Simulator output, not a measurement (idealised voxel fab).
process module | voxel self aligned vias
The cross-section on display is named cut; it measures 175 nm wide, and its cells are 5 nm squares.
Cross-section = grid of square cells, listed top down in bands; band = one or more rows. In this notation a band is specified by the heights of its top and bottom, in that order and in nm, after which its materials appear from left to right, each paired with its width in nm. The word "all across" attached to a single material means that material fills the band from edge to edge; the word "air" stands for empty space. Heights are expressed relative to 0, this being the level below which the as-received wafer comprises one material exclusively. The lowest band is unbounded in the downward direction and is denoted as in "0 nm and below". Graded width ("30 to 40"): value in top row of band = first number; value in bottom row = second number; row-to-row change constant. What does "nothing got changed" mean for a step? It means no cell of the cross-section changed in that step. "Entrapped void list" enumerates empty spaces isolated from the top, with no open way to it, that contain at least 8 cells, giving each as width x height at distance from the left edge, all three in nm. Text after the settings on a step's line: the simulator's own remark on that step. "overlay nm" on a masked step: distance the mask lay right of its planned place, negative for left.

Listed below are the process steps as planned
1) RECEIVE (material Si)
2) CONFORMAL_DEP (material SiO2; thk nm 15)
3) CONFORMAL_DEP (material SiCN; thk nm 5)
4) DIRECTIONAL_DEP (material SiO2; thk nm 20)
5) DIRECTIONAL_DEP (material aC; thk nm 15)
6) PATTERN (tone open; mask id LINES; material resist; width nm 30; pitch nm 70; thk nm 35; overlay nm 0)
7) DIRECTIONAL_ETCH (etch materials aC; depth nm 15)
8) STRIP (etch materials resist)
9) DIRECTIONAL_ETCH (etch materials SiO2; depth nm 20)
10) STRIP (etch materials aC)
11) CONFORMAL_DEP (material TiN; thk nm 5)
12) FILL_DEP (material Ru; thk nm 10)
13) CMP (height nm 40)
14) SELECTIVE_ETCH (etch materials W Ru TiN; depth nm 10)
15) FILL_DEP (material SiN; thk nm 5)
16) CMP (height nm 40)
17) DIRECTIONAL_DEP (material SiO2; thk nm 15)
18) DIRECTIONAL_DEP (material aC; thk nm 10)
19) PATTERN (tone open; mask id VIAS; material resist; width nm 50; thk nm 30; overlay nm 0)
20) DIRECTIONAL_ETCH (etch materials aC; depth nm 10)
21) STRIP (etch materials resist)
22) DIRECTIONAL_ETCH (etch materials SiO2; depth nm 15)
23) DIRECTIONAL_ETCH (etch materials SiN; depth nm 10)
24) STRIP (etch materials aC)
25) CONFORMAL_DEP (material TiN; thk nm 5)
26) FILL_DEP (material W; thk nm 10)
27) CMP (height nm 55)
28) CONFORMAL_DEP (material SiN; thk nm 5)

First of two wafers, with the run carried out as planned

This is the cross-section of the wafer as we received it, i.e. after step 1
> 0 nm and below | Si all across
> Entrapped void list: none

After step 2, in cross-section
> 15 nm to 0 nm | SiO2 all across
> Below a height of 0, the structure has not been altered.

After step 3, in cross-section
> 20 nm to 15 nm | SiCN all across
> Below a height of 15, the structure has not been altered.

After step 4, in cross-section
> 40 nm to 20 nm | SiO2 all across
> Below a height of 20, the structure has not been altered.

After step 5, in cross-section
> 55 nm to 40 nm | aC all across
> Below a height of 40, the structure has not been altered.

After step 6, in cross-section
> 90 nm to 55 nm | 35 nm resist, then 30 nm air, then 40 nm resist, then 30 nm air, then 40 nm resist
> Below a height of 55, the structure has not been altered.

After step 7, in cross-section
> 75 nm to 55 nm | 35 nm resist, then 30 nm air, then 40 nm resist, then 30 nm air, then 40 nm resist
> 55 nm to 40 nm | 35 nm aC, then 30 nm air, then 40 nm aC, then 30 nm air, then 40 nm aC
> Below a height of 40, the structure has not been altered.

After step 8, in cross-section
> 55 nm to 40 nm | 35 nm aC, then 30 nm air, then 40 nm aC, then 30 nm air, then 40 nm aC
> Below a height of 40, the structure has not been altered.

After step 9, in cross-section
> 55 nm to 40 nm | 35 nm aC, then 30 nm air, then 40 nm aC, then 30 nm air, then 40 nm aC
> 40 nm to 20 nm | 35 nm SiO2, then 30 nm air, then 40 nm SiO2, then 30 nm air, then 40 nm SiO2
> Below a height of 20, the structure has not been altered.

After step 10, in cross-section
> 40 nm to 20 nm | 35 nm SiO2, then 30 nm air, then 40 nm SiO2, then 30 nm air, then 40 nm SiO2
> Below a height of 20, the structure has not been altered.

After step 11, in cross-section
> 45 nm to 40 nm | 40 nm TiN, then 20 nm air, then 50 nm TiN, then 20 nm air, then 45 nm TiN
> 40 nm to 25 nm | 35 nm SiO2, then 5 nm TiN, then 20 nm air, then 5 nm TiN, then 40 nm SiO2, then 5 nm TiN, then 20 nm air, then 5 nm TiN, then 40 nm SiO2
> 25 nm to 20 nm | 35 nm SiO2, then 30 nm TiN, then 40 nm SiO2, then 30 nm TiN, then 40 nm SiO2
> Below a height of 20, the structure has not been altered.

After step 12, in cross-section
> 55 nm to 45 nm | Ru all across
> 45 nm to 40 nm | 40 nm TiN, then 20 nm Ru, then 50 nm TiN, then 20 nm Ru, then 45 nm TiN
> 40 nm to 25 nm | 35 nm SiO2, then 5 nm TiN, then 20 nm Ru, then 5 nm TiN, then 40 nm SiO2, then 5 nm TiN, then 20 nm Ru, then 5 nm TiN, then 40 nm SiO2
> Below a height of 25, the structure has not been altered.

After step 13, in cross-section
> 40 nm to 25 nm | 35 nm SiO2, then 5 nm TiN, then 20 nm Ru, then 5 nm TiN, then 40 nm SiO2, then 5 nm TiN, then 20 nm Ru, then 5 nm TiN, then 40 nm SiO2
> Below a height of 25, the structure has not been altered.

After step 14, in cross-section
> 40 nm to 30 nm | 35 nm SiO2, then 30 nm air, then 40 nm SiO2, then 30 nm air, then 40 nm SiO2
> Below a height of 30, the structure has not been altered.

After step 15, in cross-section
> 45 nm to 40 nm | SiN all across
> 40 nm to 30 nm | 35 nm SiO2, then 30 nm SiN, then 40 nm SiO2, then 30 nm SiN, then 40 nm SiO2
> Below a height of 30, the structure has not been altered.

After step 16, in cross-section
> 40 nm to 30 nm | 35 nm SiO2, then 30 nm SiN, then 40 nm SiO2, then 30 nm SiN, then 40 nm SiO2
> Below a height of 30, the structure has not been altered.

After step 17, in cross-section
> 55 nm to 40 nm | SiO2 all across
> Below a height of 40, the structure has not been altered.

After step 18, in cross-section
> 65 nm to 55 nm | aC all across
> Below a height of 55, the structure has not been altered.

After step 19, in cross-section
> 95 nm to 65 nm | 25 nm resist, then 50 nm air, then 100 nm resist
> Below a height of 65, the structure has not been altered.

After step 20, in cross-section
> 85 nm to 65 nm | 25 nm resist, then 50 nm air, then 100 nm resist
> 65 nm to 55 nm | 25 nm aC, then 50 nm air, then 100 nm aC
> Below a height of 55, the structure has not been altered.

After step 21, in cross-section
> 65 nm to 55 nm | 25 nm aC, then 50 nm air, then 100 nm aC
> Below a height of 55, the structure has not been altered.

After step 22, in cross-section
> 65 nm to 55 nm | 25 nm aC, then 50 nm air, then 100 nm aC
> 55 nm to 40 nm | 25 nm SiO2, then 50 nm air, then 100 nm SiO2
> Below a height of 40, the structure has not been altered.

After step 23, in cross-section
> 65 nm to 55 nm | 25 nm aC, then 50 nm air, then 100 nm aC
> 55 nm to 40 nm | 25 nm SiO2, then 50 nm air, then 100 nm SiO2
> 40 nm to 30 nm | 35 nm SiO2, then 30 nm air, then 40 nm SiO2, then 30 nm SiN, then 40 nm SiO2
> Below a height of 30, the structure has not been altered.

After step 24, in cross-section
> 55 nm to 40 nm | 25 nm SiO2, then 50 nm air, then 100 nm SiO2
> Below a height of 40, the structure has not been altered.

After step 25, in cross-section
> 60 nm to 55 nm | 30 nm TiN, then 40 nm air, then 105 nm TiN
> 55 nm to 45 nm | 25 nm SiO2, then 5 nm TiN, then 40 nm air, then 5 nm TiN, then 100 nm SiO2
> 45 nm to 40 nm | 25 nm SiO2, then 15 nm TiN, then 20 nm air, then 15 nm TiN, then 100 nm SiO2
> 40 nm to 35 nm | 35 nm SiO2, then 5 nm TiN, then 20 nm air, then 5 nm TiN, then 40 nm SiO2, then 30 nm SiN, then 40 nm SiO2
> 35 nm to 30 nm | 35 nm SiO2, then 30 nm TiN, then 40 nm SiO2, then 30 nm SiN, then 40 nm SiO2
> Below a height of 30, the structure has not been altered.

After step 26, in cross-section
> 70 nm to 60 nm | W all across
> 60 nm to 55 nm | 30 nm TiN, then 40 nm W, then 105 nm TiN
> 55 nm to 45 nm | 25 nm SiO2, then 5 nm TiN, then 40 nm W, then 5 nm TiN, then 100 nm SiO2
> 45 nm to 40 nm | 25 nm SiO2, then 15 nm TiN, then 20 nm W, then 15 nm TiN, then 100 nm SiO2
> 40 nm to 35 nm | 35 nm SiO2, then 5 nm TiN, then 20 nm W, then 5 nm TiN, then 40 nm SiO2, then 30 nm SiN, then 40 nm SiO2
> Below a height of 35, the structure has not been altered.

After step 27, in cross-section
> 55 nm to 45 nm | 25 nm SiO2, then 5 nm TiN, then 40 nm W, then 5 nm TiN, then 100 nm SiO2
> Below a height of 45, the structure has not been altered.

After step 28, in cross-section
> 60 nm to 55 nm | SiN all across
> Below a height of 55, the structure has not been altered.

Second wafer - shared start and plan with the first - one error in running - same as the first up to step 5 inclusive

Planned end of step 6: second wafer, cross-section
> 90 nm to 55 nm | 30 nm resist, then 30 nm air, then 40 nm resist, then 30 nm air, then 45 nm resist
> Below a height of 55, the structure has not been altered.

Planned end of step 7: second wafer, cross-section
> 75 nm to 55 nm | 30 nm resist, then 30 nm air, then 40 nm resist, then 30 nm air, then 45 nm resist
> 55 nm to 40 nm | 30 nm aC, then 30 nm air, then 40 nm aC, then 30 nm air, then 45 nm aC
> Below a height of 40, the structure has not been altered.

Planned end of step 8: second wafer, cross-section
> 55 nm to 40 nm | 30 nm aC, then 30 nm air, then 40 nm aC, then 30 nm air, then 45 nm aC
> Below a height of 40, the structure has not been altered.

Planned end of step 9: second wafer, cross-section
> 55 nm to 40 nm | 30 nm aC, then 30 nm air, then 40 nm aC, then 30 nm air, then 45 nm aC
> 40 nm to 20 nm | 30 nm SiO2, then 30 nm air, then 40 nm SiO2, then 30 nm air, then 45 nm SiO2
> Below a height of 20, the structure has not been altered.

Planned end of step 10: second wafer, cross-section
> 40 nm to 20 nm | 30 nm SiO2, then 30 nm air, then 40 nm SiO2, then 30 nm air, then 45 nm SiO2
> Below a height of 20, the structure has not been altered.

Planned end of step 11: second wafer, cross-section
> 45 nm to 40 nm | 35 nm TiN, then 20 nm air, then 50 nm TiN, then 20 nm air, then 50 nm TiN
> 40 nm to 25 nm | 30 nm SiO2, then 5 nm TiN, then 20 nm air, then 5 nm TiN, then 40 nm SiO2, then 5 nm TiN, then 20 nm air, then 5 nm TiN, then 45 nm SiO2
> 25 nm to 20 nm | 30 nm SiO2, then 30 nm TiN, then 40 nm SiO2, then 30 nm TiN, then 45 nm SiO2
> Below a height of 20, the structure has not been altered.

Planned end of step 12: second wafer, cross-section
> 55 nm to 45 nm | Ru all across
> 45 nm to 40 nm | 35 nm TiN, then 20 nm Ru, then 50 nm TiN, then 20 nm Ru, then 50 nm TiN
> 40 nm to 25 nm | 30 nm SiO2, then 5 nm TiN, then 20 nm Ru, then 5 nm TiN, then 40 nm SiO2, then 5 nm TiN, then 20 nm Ru, then 5 nm TiN, then 45 nm SiO2
> Below a height of 25, the structure has not been altered.

Planned end of step 13: second wafer, cross-section
> 40 nm to 25 nm | 30 nm SiO2, then 5 nm TiN, then 20 nm Ru, then 5 nm TiN, then 40 nm SiO2, then 5 nm TiN, then 20 nm Ru, then 5 nm TiN, then 45 nm SiO2
> Below a height of 25, the structure has not been altered.

Planned end of step 14: second wafer, cross-section
> 40 nm to 30 nm | 30 nm SiO2, then 30 nm air, then 40 nm SiO2, then 30 nm air, then 45 nm SiO2
> Below a height of 30, the structure has not been altered.

Planned end of step 15: second wafer, cross-section
> 45 nm to 40 nm | SiN all across
> 40 nm to 30 nm | 30 nm SiO2, then 30 nm SiN, then 40 nm SiO2, then 30 nm SiN, then 45 nm SiO2
> Below a height of 30, the structure has not been altered.

Planned end of step 16: second wafer, cross-section
> 40 nm to 30 nm | 30 nm SiO2, then 30 nm SiN, then 40 nm SiO2, then 30 nm SiN, then 45 nm SiO2
> Below a height of 30, the structure has not been altered.

Planned end of step 17: second wafer, cross-section
> 55 nm to 40 nm | SiO2 all across
> Below a height of 40, the structure has not been altered.

Planned end of step 18: second wafer, cross-section
> 65 nm to 55 nm | aC all across
> Below a height of 55, the structure has not been altered.

Planned end of step 19: second wafer, cross-section
> 95 nm to 65 nm | 25 nm resist, then 50 nm air, then 100 nm resist
> Below a height of 65, the structure has not been altered.

Planned end of step 20: second wafer, cross-section
> 85 nm to 65 nm | 25 nm resist, then 50 nm air, then 100 nm resist
> 65 nm to 55 nm | 25 nm aC, then 50 nm air, then 100 nm aC
> Below a height of 55, the structure has not been altered.

Planned end of step 21: second wafer, cross-section
> 65 nm to 55 nm | 25 nm aC, then 50 nm air, then 100 nm aC
> Below a height of 55, the structure has not been altered.

Planned end of step 22: second wafer, cross-section
> 65 nm to 55 nm | 25 nm aC, then 50 nm air, then 100 nm aC
> 55 nm to 40 nm | 25 nm SiO2, then 50 nm air, then 100 nm SiO2
> Below a height of 40, the structure has not been altered.

Planned end of step 23: second wafer, cross-section
> 65 nm to 55 nm | 25 nm aC, then 50 nm air, then 100 nm aC
> 55 nm to 40 nm | 25 nm SiO2, then 50 nm air, then 100 nm SiO2
> 40 nm to 30 nm | 30 nm SiO2, then 30 nm air, then 40 nm SiO2, then 30 nm SiN, then 45 nm SiO2
> Below a height of 30, the structure has not been altered.

Planned end of step 24: second wafer, cross-section
> 55 nm to 40 nm | 25 nm SiO2, then 50 nm air, then 100 nm SiO2
> Below a height of 40, the structure has not been altered.

Planned end of step 25: second wafer, cross-section
> 60 nm to 55 nm | 30 nm TiN, then 40 nm air, then 105 nm TiN
> 55 nm to 45 nm | 25 nm SiO2, then 5 nm TiN, then 40 nm air, then 5 nm TiN, then 100 nm SiO2
> 45 nm to 40 nm | 25 nm SiO2, then 10 nm TiN, then 20 nm air, then 20 nm TiN, then 100 nm SiO2
> 40 nm to 35 nm | 30 nm SiO2, then 5 nm TiN, then 20 nm air, then 5 nm TiN, then 40 nm SiO2, then 30 nm SiN, then 45 nm SiO2
> 35 nm to 30 nm | 30 nm SiO2, then 30 nm TiN, then 40 nm SiO2, then 30 nm SiN, then 45 nm SiO2
> Below a height of 30, the structure has not been altered.

Planned end of step 26: second wafer, cross-section
> 70 nm to 60 nm | W all across
> 60 nm to 55 nm | 30 nm TiN, then 40 nm W, then 105 nm TiN
> 55 nm to 45 nm | 25 nm SiO2, then 5 nm TiN, then 40 nm W, then 5 nm TiN, then 100 nm SiO2
> 45 nm to 40 nm | 25 nm SiO2, then 10 nm TiN, then 20 nm W, then 20 nm TiN, then 100 nm SiO2
> 40 nm to 35 nm | 30 nm SiO2, then 5 nm TiN, then 20 nm W, then 5 nm TiN, then 40 nm SiO2, then 30 nm SiN, then 45 nm SiO2
> Below a height of 35, the structure has not been altered.

Planned end of step 27: second wafer, cross-section
> 55 nm to 45 nm | 25 nm SiO2, then 5 nm TiN, then 40 nm W, then 5 nm TiN, then 100 nm SiO2
> Below a height of 45, the structure has not been altered.

Planned end of step 28: second wafer, cross-section
> 60 nm to 55 nm | SiN all across
> Below a height of 55, the structure has not been altered.
What was the processing mistake? the process deviated at step 6: the operation and settings actually run there were PATTERN (tone open; mask id LINES; material resist; width nm 30; pitch nm 70; thk nm 35; overlay nm -5)
Final wafers compared: equal cell tally per material, rearranged layout.
